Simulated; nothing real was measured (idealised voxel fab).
This is a process module. Its name is voxel self aligned contacts.
Xsec cut, 280 nm wide, square cell size 5 nm.
Just so we're on the same page, the cross-sections are grids of square cells, and they're listed out in bands top to bottom, each band one or more rows deep. This entry defines a band. It first specifies the height of the band's top and the height of its bottom in nm, and then specifies the band's materials from left to right, stating each material with its width in nm. The word "all across" identifies a single material that fills the band from edge to edge, while the word "empty" identifies empty space. All heights in this document are referenced to 0, defined as the level beneath which the wafer, as received, consists entirely of one material. The lowest band is not bounded below; it extends indefinitely downward and is written in the form "0 nm and below". Width: "30 to 40" (first number = top row, second number = bottom row, same change from row to row of cells). Basically "left unchanged" means that step didn't change any cell in the cross-section. "Sealed cavities": empty spaces of 8 cells or more with no open way to the top, each given as width x height at distance, distance from the left edge, all in nm. What comes after the settings on a step's line is commentary from the simulator itself on that step. overlay nm: step with mask; distance mask lay right of planned place; negative value = left of planned place.
PROCESS STEPS FORESEEN IN THE PLAN
1) RECEIVE: material Si
2) OXIDIZE: depth nm 5
3) DIRECTIONAL_DEP: material polySi, thk nm 20
4) DIRECTIONAL_DEP: material SiN, thk nm 25
5) DIRECTIONAL_DEP: material aC, thk nm 10
6) PATTERN: tone cover, mask id GATE, material resist, width nm 30, pitch nm 75, thk nm 25, overlay nm 0
7) DIRECTIONAL_ETCH: etch materials aC, depth nm 10
8) STRIP: etch materials resist
9) DIRECTIONAL_ETCH: etch materials SiN, depth nm 25
10) DIRECTIONAL_ETCH: etch materials polySi, depth nm 20
11) STRIP: etch materials aC
12) CONFORMAL_DEP: material SiN, thk nm 10
13) DIRECTIONAL_ETCH: etch materials SiN, depth nm 10
14) FILL_DEP: material SiO2, thk nm 15
15) CMP: height nm 55
16) PATTERN: tone open, mask id CONTACT, material resist, width nm 55, thk nm 15, overlay nm 0
17) DIRECTIONAL_ETCH: etch materials SiO2, depth nm 60
18) STRIP: etch materials resist
19) CONFORMAL_DEP: material TiN, thk nm 5
20) FILL_DEP: material W, thk nm 10
21) CMP: height nm 55
22) CONFORMAL_DEP: material SiCN, thk nm 5
SHOWN IN CROSS-SECTION IS THE WAFER AS RECEIVED, THAT IS, AS IT STANDS AFTER STEP 1
  0 nm and below = Si all across
  Sealed cavities: none
STARTING STRUCTURE AND PROCESS PLAN ARE AS SHOWN ABOVE, BUT ONE MISTAKE WAS MADE IN RUNNING THE MODULE; THE WAFER CROSS-SECTION AT THE END OF THE MODULE FOLLOWS
  60 nm to 55 nm = SiCN all across
  55 nm to 40 nm = SiO2 75, SiN 50, TiN 5, W 15, TiN 5, SiN 50, SiO2 80
  40 nm to 25 nm = SiO2 75, SiN 10, polySi 30, SiN 10, TiN 5, W 15, TiN 5, SiN 10, polySi 30, SiN 10, SiO2 80
  25 nm to 20 nm = SiO2 75, SiN 10, polySi 30, SiN 10, TiN 25, SiN 10, polySi 30, SiN 10, SiO2 80
  20 nm to 0 nm = polySi all across
  0 nm to -5 nm = SiO2 all across
  -5 nm and below = Si all across
  Sealed cavities: none
Want to know what went wrong? step 3 of the plan was carried out twice
